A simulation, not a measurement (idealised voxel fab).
Presented below is a process module, voxel double patterning.
The width of the displayed cross-section, cut, is 220 nm; its cells are square, with a size of 5 nm.
Cross-sections here: square-cell grids, written as top-down lists of bands, a band being one or more rows of cells.
Top, bottom (nm), then materials left to right with widths (nm); lone material tagged "throughout" fills the whole band edge to edge; "blank" = empty space.
For the purposes of this specification, 0 denotes the height below which the wafer in its as-received condition is composed wholly of one material, and the lowermost band, lacking a lower limit, extends downward without end, as expressed in "0 -> down".
Graded width ("30->40"): value in top row of band = first number; value in bottom row = second number; row-to-row change constant.
"remained unchanged" after a step means that no cell of the cross-section changed.
Each empty space that has no open way to the top and spans at least 8 cells appears under "Enclosed void entries" as width x height at distance, the distance counted from the left edge, all in nm.
after a step's settings: what the simulator itself notes on the step
Regarding "overlay nm": on a step with a mask, it is the distance the mask lay to the right of its planned place; a negative value places it to the left.
Below you will find pairs of cross-sections. In each, one shows the wafer before one process step and the other after it, with the after view ending at the lowest band that changed. Under each pair is the step separating them, along with its settings. Do not assume the pairs form a chain: they can come from different runs of this module on the same starting wafer, and a pair continues from the pair above it only when its "Before step" entry says so.

[Before step]
> 0 -> down  Si throughout
> Enclosed void entries: none

[Result of Step]
> 10 -> 0  SiO2 throughout
> Rest of section, below 0: as before.
> Enclosed void entries: none
Process step separating the two views above: CONFORMAL_DEP with material SiO2, thk nm 10

Before step: the pre-step structure is the one depicted after the step in the pair just above.

[Result of Step]
> 30 -> 10  TiN throughout
> Rest of section, below 10: as before.
> Enclosed void entries: none
Process step separating the two views above: DIRECTIONAL_DEP with material TiN, thk nm 20

Before step: the pre-step structure is the one depicted after the step in the pair just above.

[Result of Step]
> 35 -> 30  SiCN throughout
> Rest of section, below 30: as before.
> Enclosed void entries: none
Process step separating the two views above: DIRECTIONAL_DEP with material SiCN, thk nm 5

Before step: the pre-step structure is the one depicted after the step in the pair just above.

[Result of Step]
> 35 -> 30  SiCN (50), then blank (15), then SiCN (35), then blank (15), then SiCN (35), then blank (15), then SiCN (55)
> Rest of section, below 30: as before.
> Enclosed void entries: none
Process step separating the two views above: MASKED_ETCH with tone open, mask id FIRST, width nm 15, pitch nm 50, etch materials SiCN, depth nm 5, overlay nm 0

Before step: the pre-step structure is the one depicted after the step in the pair just above.

[Result of Step]
> 50 -> 45  aC (50), then blank (15), then aC (35), then blank (15), then aC (35), then blank (15), then aC (55)
> 45 -> 35  aC throughout
> 35 -> 30  SiCN (50), then aC (15), then SiCN (35), then aC (15), then SiCN (35), then aC (15), then SiCN (55)
> Rest of section, below 30: as before.
> Enclosed void entries: none
Process step separating the two views above: DIRECTIONAL_DEP with material aC, thk nm 15

Before step: the pre-step structure is the one depicted after the step in the pair just above.

[Result of Step]
> 85 -> 50  resist (75), then blank (15), then resist (35), then blank (15), then resist (80)
> 50 -> 45  aC (50), then resist (15), then aC (35), then resist (15), then aC (35), then resist (15), then aC (55)
> Rest of section, below 45: as before.
> Enclosed void entries: none
Process step separating the two views above: PATTERN with tone open, mask id SECOND, material resist, width nm 15, pitch nm 50, thk nm 35, overlay nm 0

Before step: the pre-step structure is the one depicted after the step in the pair just above.

[Result of Step]
> 70 -> 50  resist (75), then blank (15), then resist (35), then blank (15), then resist (80)
> 50 -> 45  aC (50), then resist (15), then aC (10), then blank (15), then aC (10), then resist (15), then aC (10), then blank (15), then aC (10), then resist (15), then aC (55)
> 45 -> 35  aC (75), then blank (15), then aC (35), then blank (15), then aC (80)
> Rest of section, below 35: as before.
> Enclosed void entries: none
Process step separating the two views above: DIRECTIONAL_ETCH with etch materials aC, depth nm 15

Before step: the pre-step structure is the one depicted after the step in the pair just above.

[Result of Step]
> 50 -> 45  aC (50), then blank (15), then aC (10), then blank (15), then aC (10), then blank (15), then aC (10), then blank (15), then aC (10), then blank (15), then aC (55)
> Rest of section, below 45: as before.
> Enclosed void entries: none
Process step separating the two views above: STRIP with etch materials resist

Before step: the pre-step structure is the one depicted after the step in the pair just above.

[Result of Step]
> 50 -> 45  aC (50), then blank (15), then aC (10), then blank (15), then aC (10), then blank (15), then aC (10), then blank (15), then aC (10), then blank (15), then aC (55)
> 45 -> 35  aC (75), then blank (15), then aC (35), then blank (15), then aC (80)
> 35 -> 30  SiCN (50), then aC (15), then SiCN (10), then blank (15), then SiCN (10), then aC (15), then SiCN (10), then blank (15), then SiCN (10), then aC (15), then SiCN (55)
> Rest of section, below 30: as before.
> Enclosed void entries: none
Process step separating the two views above: DIRECTIONAL_ETCH with etch materials SiCN, depth nm 5

Before step: the pre-step structure is the one depicted after the step in the pair just above.

[Result of Step]
> 35 -> 30  SiCN (50), then blank (15), then SiCN (10), then blank (15), then SiCN (10), then blank (15), then SiCN (10), then blank (15), then SiCN (10), then blank (15), then SiCN (55)
> Rest of section, below 30: as before.
> Enclosed void entries: none
Process step separating the two views above: STRIP with etch materials aC

Before step: the pre-step structure is the one depicted after the step in the pair just above.

[Result of Step]
> 35 -> 30  SiCN (50), then blank (15), then SiCN (10), then blank (15), then SiCN (10), then blank (15), then SiCN (10), then blank (15), then SiCN (10), then blank (15), then SiCN (55)
> 30 -> 10  TiN (50), then blank (15), then TiN (10), then blank (15), then TiN (10), then blank (15), then TiN (10), then blank (15), then TiN (10), then blank (15), then TiN (55)
> Rest of section, below 10: as before.
> Enclosed void entries: none
Process step separating the two views above: DIRECTIONAL_ETCH with etch materials TiN, depth nm 20

Before step: the pre-step structure is the one depicted after the step in the pair just above.

[Result of Step]
> 30 -> 10  TiN (50), then blank (15), then TiN (10), then blank (15), then TiN (10), then blank (15), then TiN (10), then blank (15), then TiN (10), then blank (15), then TiN (55)
> Rest of section, below 10: as before.
> Enclosed void entries: none
Process step separating the two views above: STRIP with etch materials SiCN

[Before step]
> 0 -> down  Si throughout
> Enclosed void entries: none

[Result of Step]
> 20 -> 0  TiN throughout
> Rest of section, below 0: as before.
> Enclosed void entries: none
Process step separating the two views above: DIRECTIONAL_DEP with material TiN, thk nm 20

Before step: the pre-step structure is the one depicted after the step in the pair just above.

[Result of Step]
> 25 -> 20  SiCN throughout
> Rest of section, below 20: as before.
> Enclosed void entries: none
Process step separating the two views above: DIRECTIONAL_DEP with material SiCN, thk nm 5

Before step: the pre-step structure is the one depicted after the step in the pair just above.

[Result of Step]
> 25 -> 20  SiCN (50), then blank (15), then SiCN (35), then blank (15), then SiCN (35), then blank (15), then SiCN (55)
> Rest of section, below 20: as before.
> Enclosed void entries: none
Process step separating the two views above: MASKED_ETCH with tone open, mask id FIRST, width nm 15, pitch nm 50, etch materials SiCN, depth nm 5, overlay nm 0

Before step: the pre-step structure is the one depicted after the step in the pair just above.

[Result of Step]
> 40 -> 35  aC (50), then blank (15), then aC (35), then blank (15), then aC (35), then blank (15), then aC (55)
> 35 -> 25  aC throughout
> 25 -> 20  SiCN (50), then aC (15), then SiCN (35), then aC (15), then SiCN (35), then aC (15), then SiCN (55)
> Rest of section, below 20: as before.
> Enclosed void entries: none
Process step separating the two views above: DIRECTIONAL_DEP with material aC, thk nm 15

Before step: the pre-step structure is the one depicted after the step in the pair just above.

[Result of Step]
> 75 -> 40  resist (75), then blank (15), then resist (35), then blank (15), then resist (80)
> 40 -> 35  aC (50), then resist (15), then aC (35), then resist (15), then aC (35), then resist (15), then aC (55)
> Rest of section, below 35: as before.
> Enclosed void entries: none
Process step separating the two views above: PATTERN with tone open, mask id SECOND, material resist, width nm 15, pitch nm 50, thk nm 35, overlay nm 0

Before step: the pre-step structure is the one depicted after the step in the pair just above.

[Result of Step]
> 60 -> 40  resist (75), then blank (15), then resist (35), then blank (15), then resist (80)
> 40 -> 35  aC (50), then resist (15), then aC (10), then blank (15), then aC (10), then resist (15), then aC (10), then blank (15), then aC (10), then resist (15), then aC (55)
> 35 -> 25  aC (75), then blank (15), then aC (35), then blank (15), then aC (80)
> Rest of section, below 25: as before.
> Enclosed void entries: none
Process step separating the two views above: DIRECTIONAL_ETCH with etch materials aC, depth nm 15

Before step: the pre-step structure is the one depicted after the step in the pair just above.

[Result of Step]
> 40 -> 35  aC (50), then blank (15), then aC (10), then blank (15), then aC (10), then blank (15), then aC (10), then blank (15), then aC (10), then blank (15), then aC (55)
> Rest of section, below 35: as before.
> Enclosed void entries: none
Process step separating the two views above: STRIP with etch materials resist

Before step: the pre-step structure is the one depicted after the step in the pair just above.

[Result of Step]
> 40 -> 35  aC (50), then blank (15), then aC (10), then blank (15), then aC (10), then blank (15), then aC (10), then blank (15), then aC (10), then blank (15), then aC (55)
> 35 -> 25  aC (75), then blank (15), then aC (35), then blank (15), then aC (80)
> 25 -> 20  SiCN (50), then aC (15), then SiCN (10), then blank (15), then SiCN (10), then aC (15), then SiCN (10), then blank (15), then SiCN (10), then aC (15), then SiCN (55)
> Rest of section, below 20: as before.
> Enclosed void entries: none
Process step separating the two views above: DIRECTIONAL_ETCH with etch materials SiCN, depth nm 5

Before step: the pre-step structure is the one depicted after the step in the pair just above.

[Result of Step]
> 25 -> 20  SiCN (50), then blank (15), then SiCN (10), then blank (15), then SiCN (10), then blank (15), then SiCN (10), then blank (15), then SiCN (10), then blank (15), then SiCN (55)
> Rest of section, below 20: as before.
> Enclosed void entries: none
Process step separating the two views above: STRIP with etch materials aC

Before step: the pre-step structure is the one depicted after the step in the pair just above.

[Result of Step]
> 25 -> 20  SiCN (50), then blank (15), then SiCN (10), then blank (15), then SiCN (10), then blank (15), then SiCN (10), then blank (15), then SiCN (10), then blank (15), then SiCN (55)
> 20 -> 0  TiN (50), then blank (15), then TiN (10), then blank (15), then TiN (10), then blank (15), then TiN (10), then blank (15), then TiN (10), then blank (15), then TiN (55)
> Rest of section, below 0: as before.
> Enclosed void entries: none
Process step separating the two views above: DIRECTIONAL_ETCH with etch materials TiN, depth nm 20

Before step: the pre-step structure is the one depicted after the step in the pair just above.

[Result of Step]
> 20 -> 0  TiN (50), then blank (15), then TiN (10), then blank (15), then TiN (10), then blank (15), then TiN (10), then blank (15), then TiN (10), then blank (15), then TiN (55)
> Rest of section, below 0: as before.
> Enclosed void entries: none
Process step separating the two views above: STRIP with etch materials SiCN

[Before step]
> 30 -> 10  TiN throughout
> 10 -> 0  SiO2 throughout
> 0 -> down  Si throughout
> Enclosed void entries: none

[Result of Step]
> 50 -> 10  TiN throughout
> Rest of section, below 10: as before.
> Enclosed void entries: none
Process step separating the two views above: DIRECTIONAL_DEP with material TiN, thk nm 20

Before step: the pre-step structure is the one depicted after the step in the pair just above.

[Result of Step]
> 55 -> 50  SiCN throughout
> Rest of section, below 50: as before.
> Enclosed void entries: none
Process step separating the two views above: DIRECTIONAL_DEP with material SiCN, thk nm 5

Before step: the pre-step structure is the one depicted after the step in the pair just above.

[Result of Step]
> 55 -> 50  SiCN (50), then blank (15), then SiCN (35), then blank (15), then SiCN (35), then blank (15), then SiCN (55)
> Rest of section, below 50: as before.
> Enclosed void entries: none
Process step separating the two views above: MASKED_ETCH with tone open, mask id FIRST, width nm 15, pitch nm 50, etch materials SiCN, depth nm 5, overlay nm 0

Before step: the pre-step structure is the one depicted after the step in the pair just above.

[Result of Step]
> 70 -> 65  aC (50), then blank (15), then aC (35), then blank (15), then aC (35), then blank (15), then aC (55)
> 65 -> 55  aC throughout
> 55 -> 50  SiCN (50), then aC (15), then SiCN (35), then aC (15), then SiCN (35), then aC (15), then SiCN (55)
> Rest of section, below 50: as before.
> Enclosed void entries: none
Process step separating the two views above: DIRECTIONAL_DEP with material aC, thk nm 15

Before step: the pre-step structure is the one depicted after the step in the pair just above.

[Result of Step]
> 105 -> 70  resist (75), then blank (15), then resist (35), then blank (15), then resist (80)
> 70 -> 65  aC (50), then resist (15), then aC (35), then resist (15), then aC (35), then resist (15), then aC (55)
> Rest of section, below 65: as before.
> Enclosed void entries: none
Process step separating the two views above: PATTERN with tone open, mask id SECOND, material resist, width nm 15, pitch nm 50, thk nm 35, overlay nm 0

Before step: the pre-step structure is the one depicted after the step in the pair just above.

[Result of Step]
> 90 -> 70  resist (75), then blank (15), then resist (35), then blank (15), then resist (80)
> 70 -> 65  aC (50), then resist (15), then aC (10), then blank (15), then aC (10), then resist (15), then aC (10), then blank (15), then aC (10), then resist (15), then aC (55)
> 65 -> 55  aC (75), then blank (15), then aC (35), then blank (15), then aC (80)
> Rest of section, below 55: as before.
> Enclosed void entries: none
Process step separating the two views above: DIRECTIONAL_ETCH with etch materials aC, depth nm 15

Before step: the pre-step structure is the one depicted after the step in the pair just above.

[Result of Step]
> 70 -> 65  aC (50), then blank (15), then aC (10), then blank (15), then aC (10), then blank (15), then aC (10), then blank (15), then aC (10), then blank (15), then aC (55)
> Rest of section, below 65: as before.
> Enclosed void entries: none
Process step separating the two views above: STRIP with etch materials resist

Before step: the pre-step structure is the one depicted after the step in the pair just above.

[Result of Step]
> 70 -> 65  aC (50), then blank (15), then aC (10), then blank (15), then aC (10), then blank (15), then aC (10), then blank (15), then aC (10), then blank (15), then aC (55)
> 65 -> 55  aC (75), then blank (15), then aC (35), then blank (15), then aC (80)
> 55 -> 50  SiCN (50), then aC (15), then SiCN (10), then blank (15), then SiCN (10), then aC (15), then SiCN (10), then blank (15), then SiCN (10), then aC (15), then SiCN (55)
> Rest of section, below 50: as before.
> Enclosed void entries: none
Process step separating the two views above: DIRECTIONAL_ETCH with etch materials SiCN, depth nm 5

Before step: the pre-step structure is the one depicted after the step in the pair just above.

[Result of Step]
> 55 -> 50  SiCN (50), then blank (15), then SiCN (10), then blank (15), then SiCN (10), then blank (15), then SiCN (10), then blank (15), then SiCN (10), then blank (15), then SiCN (55)
> Rest of section, below 50: as before.
> Enclosed void entries: none
Process step separating the two views above: STRIP with etch materials aC

Before step: the pre-step structure is the one depicted after the step in the pair just above.

[Result of Step]
> 55 -> 50  SiCN (50), then blank (15), then SiCN (10), then blank (15), then SiCN (10), then blank (15), then SiCN (10), then blank (15), then SiCN (10), then blank (15), then SiCN (55)
> 50 -> 30  TiN (50), then blank (15), then TiN (10), then blank (15), then TiN (10), then blank (15), then TiN (10), then blank (15), then TiN (10), then blank (15), then TiN (55)
> Rest of section, below 30: as before.
> Enclosed void entries: none
Process step separating the two views above: DIRECTIONAL_ETCH with etch materials TiN, depth nm 20

Before step: the pre-step structure is the one depicted after the step in the pair just above.

[Result of Step]
> 50 -> 30  TiN (50), then blank (15), then TiN (10), then blank (15), then TiN (10), then blank (15), then TiN (10), then blank (15), then TiN (10), then blank (15), then TiN (55)
> Rest of section, below 30: as before.
> Enclosed void entries: none
Process step separating the two views above: STRIP with etch materials SiCN

[Before step]
> 20 -> 0  TiN throughout
> 0 -> down  Si throughout
> Enclosed void entries: none

[Result of Step]
> 30 -> 20  SiO2 throughout
> Rest of section, below 20: as before.
> Enclosed void entries: none
Process step separating the two views above: CONFORMAL_DEP with material SiO2, thk nm 10

Before step: the pre-step structure is the one depicted after the step in the pair just above.

[Result of Step]
> 35 -> 30  SiCN throughout
> Rest of section, below 30: as before.
> Enclosed void entries: none
Process step separating the two views above: DIRECTIONAL_DEP with material SiCN, thk nm 5

Before step: the pre-step structure is the one depicted after the step in the pair just above.

[Result of Step]
> 35 -> 30  SiCN (50), then blank (15), then SiCN (35), then blank (15), then SiCN (35), then blank (15), then SiCN (55)
> Rest of section, below 30: as before.
> Enclosed void entries: none
Process step separating the two views above: MASKED_ETCH with tone open, mask id FIRST, width nm 15, pitch nm 50, etch materials SiCN, depth nm 5, overlay nm 0

Before step: the pre-step structure is the one depicted after the step in the pair just above.

[Result of Step]
> 50 -> 45  aC (50), then blank (15), then aC (35), then blank (15), then aC (35), then blank (15), then aC (55)
> 45 -> 35  aC throughout
> 35 -> 30  SiCN (50), then aC (15), then SiCN (35), then aC (15), then SiCN (35), then aC (15), then SiCN (55)
> Rest of section, below 30: as before.
> Enclosed void entries: none
Process step separating the two views above: DIRECTIONAL_DEP with material aC, thk nm 15

Before step: the pre-step structure is the one depicted after the step in the pair just above.

[Result of Step]
> 85 -> 50  resist (75), then blank (15), then resist (35), then blank (15), then resist (80)
> 50 -> 45  aC (50), then resist (15), then aC (35), then resist (15), then aC (35), then resist (15), then aC (55)
> Rest of section, below 45: as before.
> Enclosed void entries: none
Process step separating the two views above: PATTERN with tone open, mask id SECOND, material resist, width nm 15, pitch nm 50, thk nm 35, overlay nm 0

Before step: the pre-step structure is the one depicted after the step in the pair just above.

[Result of Step]
> 70 -> 50  resist (75), then blank (15), then resist (35), then blank (15), then resist (80)
> 50 -> 45  aC (50), then resist (15), then aC (10), then blank (15), then aC (10), then resist (15), then aC (10), then blank (15), then aC (10), then resist (15), then aC (55)
> 45 -> 35  aC (75), then blank (15), then aC (35), then blank (15), then aC (80)
> Rest of section, below 35: as before.
> Enclosed void entries: none
Process step separating the two views above: DIRECTIONAL_ETCH with etch materials aC, depth nm 15

Before step: the pre-step structure is the one depicted after the step in the pair just above.

[Result of Step]
> 50 -> 45  aC (50), then blank (15), then aC (10), then blank (15), then aC (10), then blank (15), then aC (10), then blank (15), then aC (10), then blank (15), then aC (55)
> Rest of section, below 45: as before.
> Enclosed void entries: none
Process step separating the two views above: STRIP with etch materials resist

Before step: the pre-step structure is the one depicted after the step in the pair just above.

[Result of Step]
> 50 -> 45  aC (50), then blank (15), then aC (10), then blank (15), then aC (10), then blank (15), then aC (10), then blank (15), then aC (10), then blank (15), then aC (55)
> 45 -> 35  aC (75), then blank (15), then aC (35), then blank (15), then aC (80)
> 35 -> 30  SiCN (50), then aC (15), then SiCN (10), then blank (15), then SiCN (10), then aC (15), then SiCN (10), then blank (15), then SiCN (10), then aC (15), then SiCN (55)
> Rest of section, below 30: as before.
> Enclosed void entries: none
Process step separating the two views above: DIRECTIONAL_ETCH with etch materials SiCN, depth nm 5

Before step: the pre-step structure is the one depicted after the step in the pair just above.

[Result of Step]
> 35 -> 30  SiCN (50), then blank (15), then SiCN (10), then blank (15), then SiCN (10), then blank (15), then SiCN (10), then blank (15), then SiCN (10), then blank (15), then SiCN (55)
> Rest of section, below 30: as before.
> Enclosed void entries: none
Process step separating the two views above: STRIP with etch materials aC

Before step: the pre-step structure is the one depicted after the step in the pair just above.

[Result of Step]
> 30 -> 20  SiO2 throughout
> Rest of section, below 20: as before.
> Enclosed void entries: none
Process step separating the two views above: STRIP with etch materials SiCN

[Before step]
> 10 -> 0  SiO2 throughout
> 0 -> down  Si throughout
> Enclosed void entries: none

[Result of Step]
> 35 -> 10  TiN throughout
> Rest of section, below 10: as before.
> Enclosed void entries: none
Process step separating the two views above: DIRECTIONAL_DEP with material TiN, thk nm 25

Before step: the pre-step structure is the one depicted after the step in the pair just above.

[Result of Step]
> 40 -> 35  SiCN throughout
> Rest of section, below 35: as before.
> Enclosed void entries: none
Process step separating the two views above: DIRECTIONAL_DEP with material SiCN, thk nm 5

Before step: the pre-step structure is the one depicted after the step in the pair just above.

[Result of Step]
> 40 -> 35  SiCN (50), then blank (15), then SiCN (35), then blank (15), then SiCN (35), then blank (15), then SiCN (55)
> Rest of section, below 35: as before.
> Enclosed void entries: none
Process step separating the two views above: MASKED_ETCH with tone open, mask id FIRST, width nm 15, pitch nm 50, etch materials SiCN, depth nm 5, overlay nm 0

Before step: the pre-step structure is the one depicted after the step in the pair just above.

[Result of Step]
> 55 -> 50  aC (50), then blank (15), then aC (35), then blank (15), then aC (35), then blank (15), then aC (55)
> 50 -> 40  aC throughout
> 40 -> 35  SiCN (50), then aC (15), then SiCN (35), then aC (15), then SiCN (35), then aC (15), then SiCN (55)
> Rest of section, below 35: as before.
> Enclosed void entries: none
Process step separating the two views above: DIRECTIONAL_DEP with material aC, thk nm 15

Before step: the pre-step structure is the one depicted after the step in the pair just above.

[Result of Step]
> 90 -> 55  resist (75), then blank (15), then resist (35), then blank (15), then resist (80)
> 55 -> 50  aC (50), then resist (15), then aC (35), then resist (15), then aC (35), then resist (15), then aC (55)
> Rest of section, below 50: as before.
> Enclosed void entries: none
Process step separating the two views above: PATTERN with tone open, mask id SECOND, material resist, width nm 15, pitch nm 50, thk nm 35, overlay nm 0

Before step: the pre-step structure is the one depicted after the step in the pair just above.

[Result of Step]
> 75 -> 55  resist (75), then blank (15), then resist (35), then blank (15), then resist (80)
> 55 -> 50  aC (50), then resist (15), then aC (10), then blank (15), then aC (10), then resist (15), then aC (10), then blank (15), then aC (10), then resist (15), then aC (55)
> 50 -> 40  aC (75), then blank (15), then aC (35), then blank (15), then aC (80)
> Rest of section, below 40: as before.
> Enclosed void entries: none
Process step separating the two views above: DIRECTIONAL_ETCH with etch materials aC, depth nm 15

Before step: the pre-step structure is the one depicted after the step in the pair just above.

[Result of Step]
> 55 -> 50  aC (50), then blank (15), then aC (10), then blank (15), then aC (10), then blank (15), then aC (10), then blank (15), then aC (10), then blank (15), then aC (55)
> Rest of section, below 50: as before.
> Enclosed void entries: none
Process step separating the two views above: STRIP with etch materials resist

Before step: the pre-step structure is the one depicted after the step in the pair just above.

[Result of Step]
> 55 -> 50  aC (50), then blank (15), then aC (10), then blank (15), then aC (10), then blank (15), then aC (10), then blank (15), then aC (10), then blank (15), then aC (55)
> 50 -> 40  aC (75), then blank (15), then aC (35), then blank (15), then aC (80)
> 40 -> 35  SiCN (50), then aC (15), then SiCN (10), then blank (15), then SiCN (10), then aC (15), then SiCN (10), then blank (15), then SiCN (10), then aC (15), then SiCN (55)
> Rest of section, below 35: as before.
> Enclosed void entries: none
Process step separating the two views above: DIRECTIONAL_ETCH with etch materials SiCN, depth nm 5

Before step: the pre-step structure is the one depicted after the step in the pair just above.

[Result of Step]
> 40 -> 35  SiCN (50), then blank (15), then SiCN (10), then blank (15), then SiCN (10), then blank (15), then SiCN (10), then blank (15), then SiCN (10), then blank (15), then SiCN (55)
> Rest of section, below 35: as before.
> Enclosed void entries: none
Process step separating the two views above: STRIP with etch materials aC

Before step: the pre-step structure is the one depicted after the step in the pair just above.

[Result of Step]
> 40 -> 35  SiCN (50), then blank (15), then SiCN (10), then blank (15), then SiCN (10), then blank (15), then SiCN (10), then blank (15), then SiCN (10), then blank (15), then SiCN (55)
> 35 -> 15  TiN (50), then blank (15), then TiN (10), then blank (15), then TiN (10), then blank (15), then TiN (10), then blank (15), then TiN (10), then blank (15), then TiN (55)
> Rest of section, below 15: as before.
> Enclosed void entries: none
Process step separating the two views above: DIRECTIONAL_ETCH with etch materials TiN, depth nm 20

Before step: the pre-step structure is the one depicted after the step in the pair just above.

[Result of Step]
> 35 -> 15  TiN (50), then blank (15), then TiN (10), then blank (15), then TiN (10), then blank (15), then TiN (10), then blank (15), then TiN (10), then blank (15), then TiN (55)
> Rest of section, below 15: as before.
> Enclosed void entries: none
Process step separating the two views above: STRIP with etch materials SiCN

[Before step]
> 35 -> 30  SiCN throughout
> 30 -> 10  TiN throughout
> 10 -> 0  SiO2 throughout
> 0 -> down  Si throughout
> Enclosed void entries: none

[Result of Step]
> 35 -> 30  SiCN (50), then blank (20), then SiCN (30), then blank (20), then SiCN (30), then blank (20), then SiCN (50)
> Rest of section, below 30: as before.
> Enclosed void entries: none
Process step separating the two views above: MASKED_ETCH with tone open, mask id FIRST, width nm 20, pitch nm 50, etch materials SiCN, depth nm 5, overlay nm 0

Before step: the pre-step structure is the one depicted after the step in the pair just above.

[Result of Step]
> 50 -> 45  aC (50), then blank (20), then aC (30), then blank (20), then aC (30), then blank (20), then aC (50)
> 45 -> 35  aC throughout
> 35 -> 30  SiCN (50), then aC (20), then SiCN (30), then aC (20), then SiCN (30), then aC (20), then SiCN (50)
> Rest of section, below 30: as before.
> Enclosed void entries: none
Process step separating the two views above: DIRECTIONAL_DEP with material aC, thk nm 15

Before step: the pre-step structure is the one depicted after the step in the pair just above.

[Result of Step]
> 85 -> 50  resist (75), then blank (15), then resist (35), then blank (15), then resist (80)
> 50 -> 45  aC (50), then resist (20), then aC (30), then resist (20), then aC (30), then resist (20), then aC (50)
> Rest of section, below 45: as before.
> Enclosed void entries: none
Process step separating the two views above: PATTERN with tone open, mask id SECOND, material resist, width nm 15, pitch nm 50, thk nm 35, overlay nm 0

Before step: the pre-step structure is the one depicted after the step in the pair just above.

[Result of Step]
> 70 -> 50  resist (75), then blank (15), then resist (35), then blank (15), then resist (80)
> 50 -> 45  aC (50), then resist (20), then aC (5), then blank (15), then aC (10), then resist (20), then aC (5), then blank (15), then aC (10), then resist (20), then aC (50)
> 45 -> 35  aC (75), then blank (15), then aC (35), then blank (15), then aC (80)
> Rest of section, below 35: as before.
> Enclosed void entries: none
Process step separating the two views above: DIRECTIONAL_ETCH with etch materials aC, depth nm 15

Before step: the pre-step structure is the one depicted after the step in the pair just above.

[Result of Step]
> 50 -> 45  aC (50), then blank (20), then aC (5), then blank (15), then aC (10), then blank (20), then aC (5), then blank (15), then aC (10), then blank (20), then aC (50)
> Rest of section, below 45: as before.
> Enclosed void entries: none
Process step separating the two views above: STRIP with etch materials resist

Before step: the pre-step structure is the one depicted after the step in the pair just above.

[Result of Step]
> 50 -> 45  aC (50), then blank (20), then aC (5), then blank (15), then aC (10), then blank (20), then aC (5), then blank (15), then aC (10), then blank (20), then aC (50)
> 45 -> 35  aC (75), then blank (15), then aC (35), then blank (15), then aC (80)
> 35 -> 30  SiCN (50), then aC (20), then SiCN (5), then blank (15), then SiCN (10), then aC (20), then SiCN (5), then blank (15), then SiCN (10), then aC (20), then SiCN (50)
> Rest of section, below 30: as before.
> Enclosed void entries: none
Process step separating the two views above: DIRECTIONAL_ETCH with etch materials SiCN, depth nm 5

Before step: the pre-step structure is the one depicted after the step in the pair just above.

[Result of Step]
> 35 -> 30  SiCN (50), then blank (20), then SiCN (5), then blank (15), then SiCN (10), then blank (20), then SiCN (5), then blank (15), then SiCN (10), then blank (20), then SiCN (50)
> Rest of section, below 30: as before.
> Enclosed void entries: none
Process step separating the two views above: STRIP with etch materials aC

Before step: the pre-step structure is the one depicted after the step in the pair just above.

[Result of Step]
> 35 -> 30  SiCN (50), then blank (20), then SiCN (5), then blank (15), then SiCN (10), then blank (20), then SiCN (5), then blank (15), then SiCN (10), then blank (20), then SiCN (50)
> 30 -> 10  TiN (50), then blank (20), then TiN (5), then blank (15), then TiN (10), then blank (20), then TiN (5), then blank (15), then TiN (10), then blank (20), then TiN (50)
> Rest of section, below 10: as before.
> Enclosed void entries: none
Process step separating the two views above: DIRECTIONAL_ETCH with etch materials TiN, depth nm 20

Before step: the pre-step structure is the one depicted after the step in the pair just above.

[Result of Step]
> 30 -> 10  TiN (50), then blank (20), then TiN (5), then blank (15), then TiN (10), then blank (20), then TiN (5), then blank (15), then TiN (10), then blank (20), then TiN (50)
> Rest of section, below 10: as before.
> Enclosed void entries: none
Process step separating the two views above: STRIP with etch materials SiCN

[Before step]
> 35 -> 30  SiCN throughout
> 30 -> 10  TiN throughout
> 10 -> 0  SiO2 throughout
> 0 -> down  Si throughout
> Enclosed void entries: none

[Result of Step]
> 35 -> 30  SiCN (40), then blank (15), then SiCN (35), then blank (15), then SiCN (35), then blank (15), then SiCN (65)
> Rest of section, below 30: as before.
> Enclosed void entries: none
Process step separating the two views above: MASKED_ETCH with tone open, mask id FIRST, width nm 15, pitch nm 50, etch materials SiCN, depth nm 5, overlay nm -10

Before step: the pre-step structure is the one depicted after the step in the pair just above.

[Result of Step]
> 50 -> 45  aC (40), then blank (15), then aC (35), then blank (15), then aC (35), then blank (15), then aC (65)
> 45 -> 35  aC throughout
> 35 -> 30  SiCN (40), then aC (15), then SiCN (35), then aC (15), then SiCN (35), then aC (15), then SiCN (65)
> Rest of section, below 30: as before.
> Enclosed void entries: none
Process step separating the two views above: DIRECTIONAL_DEP with material aC, thk nm 15

Before step: the pre-step structure is the one depicted after the step in the pair just above.

[Result of Step]
> 85 -> 50  resist (75), then blank (15), then resist (35), then blank (15), then resist (80)
> 50 -> 45  aC (40), then resist (15), then aC (35), then resist (15), then aC (35), then resist (15), then aC (65)
> Rest of section, below 45: as before.
> Enclosed void entries: none
Process step separating the two views above: PATTERN with tone open, mask id SECOND, material resist, width nm 15, pitch nm 50, thk nm 35, overlay nm 0

Before step: the pre-step structure is the one depicted after the step in the pair just above.

[Result of Step]
> 70 -> 50  resist (75), then blank (15), then resist (35), then blank (15), then resist (80)
> 50 -> 45  aC (40), then resist (15), then aC (20), then blank (15), then resist (15), then aC (20), then blank (15), then resist (15), then aC (65)
> 45 -> 35  aC (75), then blank (15), then aC (35), then blank (15), then aC (80)
> Rest of section, below 35: as before.
> Enclosed void entries: none
Process step separating the two views above: DIRECTIONAL_ETCH with etch materials aC, depth nm 15

Before step: the pre-step structure is the one depicted after the step in the pair just above.

[Result of Step]
> 50 -> 45  aC (40), then blank (15), then aC (20), then blank (30), then aC (20), then blank (30), then aC (65)
> Rest of section, below 45: as before.
> Enclosed void entries: none
Process step separating the two views above: STRIP with etch materials resist

Before step: the pre-step structure is the one depicted after the step in the pair just above.

[Result of Step]
> 50 -> 45  aC (40), then blank (15), then aC (20), then blank (30), then aC (20), then blank (30), then aC (65)
> 45 -> 35  aC (75), then blank (15), then aC (35), then blank (15), then aC (80)
> 35 -> 30  SiCN (40), then aC (15), then SiCN (20), then blank (15), then aC (15), then SiCN (20), then blank (15), then aC (15), then SiCN (65)
> Rest of section, below 30: as before.
> Enclosed void entries: none
Process step separating the two views above: DIRECTIONAL_ETCH with etch materials SiCN, depth nm 5

Before step: the pre-step structure is the one depicted after the step in the pair just above.

[Result of Step]
> 35 -> 30  SiCN (40), then blank (15), then SiCN (20), then blank (30), then SiCN (20), then blank (30), then SiCN (65)
> Rest of section, below 30: as before.
> Enclosed void entries: none
Process step separating the two views above: STRIP with etch materials aC

Before step: the pre-step structure is the one depicted after the step in the pair just above.

[Result of Step]
> 35 -> 30  SiCN (40), then blank (15), then SiCN (20), then blank (30), then SiCN (20), then blank (30), then SiCN (65)
> 30 -> 10  TiN (40), then blank (15), then TiN (20), then blank (30), then TiN (20), then blank (30), then TiN (65)
> Rest of section, below 10: as before.
> Enclosed void entries: none
Process step separating the two views above: DIRECTIONAL_ETCH with etch materials TiN, depth nm 20
